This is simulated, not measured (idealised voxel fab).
The name of this process module is voxel double patterning.
245 nm wide, 5 nm square cells: that's cross-section cut.
For the purposes of this document, a cross-section shall be understood as a grid of square cells, specified as bands listed in top-to-bottom order, each band consisting of one or more rows of cells.
Heights first: top, then bottom, in nm. Then materials, left to right, each with a width in nm. "throughout" on a single material: fills the band edge to edge. "empty": empty space.
Where do heights start? At 0: under that level the wafer as delivered is made of one material only. And the lowest band has no floor; it just carries on downward, as in "0 and below".
Think of "30 to 40" as a width that walks from the first number to the second as you go down the band, top row to bottom row, taking equal-sized steps from row to row.
Step note "changes: none" = no cross-section cell changed.
"Enclosed voids" means: voids of 8 cells or more that are shut off from the top with no open way through. Written width x height at distance, distance from the left edge, in nm.
Text after the settings on a step's line: the simulator's own remark on that step.
The setting "overlay nm" may be written on the line of a step. When the step uses a mask, the value reports how far to the right of the planned place the mask lay, and a negative value reports that it lay to the left.

## Planned process steps
1) op RECEIVE | material Si
2) op CONFORMAL_DEP | material SiO2 | thk nm 10
3) op DIRECTIONAL_DEP | material W | thk nm 10
4) op DIRECTIONAL_DEP | material SiN | thk nm 10
5) op DIRECTIONAL_DEP | material aC | thk nm 10
6) op PATTERN | tone open | mask id FIRST | material resist | width nm 15 | pitch nm 50 | thk nm 25 | overlay nm 0
7) op DIRECTIONAL_ETCH | etch materials aC | depth nm 10
8) op STRIP | etch materials resist
9) op DIRECTIONAL_ETCH | etch materials SiN | depth nm 10
10) op STRIP | etch materials aC
11) op MASKED_ETCH | tone open | mask id SECOND | width nm 15 | etch materials SiN | depth nm 10 | overlay nm 0
12) op DIRECTIONAL_ETCH | etch materials W | depth nm 10
13) op STRIP | etch materials SiN

## Step 1 complete: cross-section of the wafer as received
  0 and below = Si throughout
  Enclosed voids: none

## First of two wafers at the end of the module, shown in cross-section; run carried out as planned
  20 down to 10 = 90 nm W; 15 nm empty; 10 nm W; 15 nm empty; 10 nm W; 15 nm empty; 90 nm W
  10 down to 0 = SiO2 throughout
  0 and below = Si throughout
  Enclosed voids: none

## Second wafer through the module, sectioned at the end: same beginning and same plan as the first wafer, with one mistake in carrying it out
  20 down to 10 = 90 nm empty; 15 nm W; 35 nm empty; 15 nm W; 90 nm empty
  10 down to 0 = SiO2 throughout
  0 and below = Si throughout
  Enclosed voids: none
Deviation noted in wafer processing: so step 6 ended up running with a different setting than we planned, it ran as op PATTERN | tone cover | mask id FIRST | material resist | width nm 15 | pitch nm 50 | thk nm 25 | overlay nm 0
at the end the second wafer has, in cells: 68 fewer of W
